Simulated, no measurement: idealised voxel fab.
Herein follows the process module entitled voxel released beams.
Pictured: cross-section cut, 210 nm wide, on a grid of 5 nm square cells.
We lay out every cross-section as a grid of square cells and spell it out in bands from the top down, where one band means one or more rows of cells.
First you get the band's top height and its bottom height, in nm, and then the materials it's made of, left to right, with each width in nm. If you see a single material with "everywhere", that one covers the band edge to edge. "air" is empty space.
Heights from 0 (as-received wafer is one material below). Bottom band endless downward, as "0 nm and below".
When a width is written as two numbers, as in "30 to 40", the first number is the width in the top row of cells of the band and the second is the width in its bottom row, and the width changes by the same amount from each row to the next.
Key: "remained the same" - step with no changed cell in the cross-section.
For the entry "Closed internal voids", the listed items are empty spaces with no open way to the top whose size is 8 cells or more; each item follows the pattern width x height at distance, where distance is from the left edge and all three are in nm.
Where a step's line continues beyond its settings, the continuation is a remark by the simulator itself on that step.
overlay nm: mask right of planned place by this much (step with mask). Neg. = left.
The process steps that were planned are listed below:
1,RECEIVE [material Si]
2,CONFORMAL_DEP [material SiN] [thk nm 10]
3,DIRECTIONAL_DEP [material SiO2] [thk nm 10]
4,PATTERN [tone open] [mask id ANCHOR] [material resist] [width nm 45] [thk nm 20] [overlay nm 0]
5,DIRECTIONAL_ETCH [etch materials SiO2] [depth nm 10]
6,STRIP [etch materials resist]
7,CONFORMAL_DEP [material W] [thk nm 15]
8,PATTERN [tone cover] [mask id BEAM] [material resist] [width nm 115] [thk nm 15] [overlay nm 0]
9,DIRECTIONAL_ETCH [etch materials W] [depth nm 15]
10,STRIP [etch materials resist]
11,STRIP [etch materials SiO2]
Step 1 complete: cross-section of the wafer as received:
* 0 nm and below | Si everywhere
* Closed internal voids: none
Post-module cross-section: identical start and plan to those above, one misstep in execution:
* 35 nm to 20 nm | 45 of air; 115 of W; 50 of air
* 20 nm to 0 nm | SiN everywhere
* 0 nm and below | Si everywhere
* Closed internal voids: none
Finding, execution versus plan: in deviation from the planned setting, step 3 was conducted as DIRECTIONAL_DEP [material SiN] [thk nm 10]
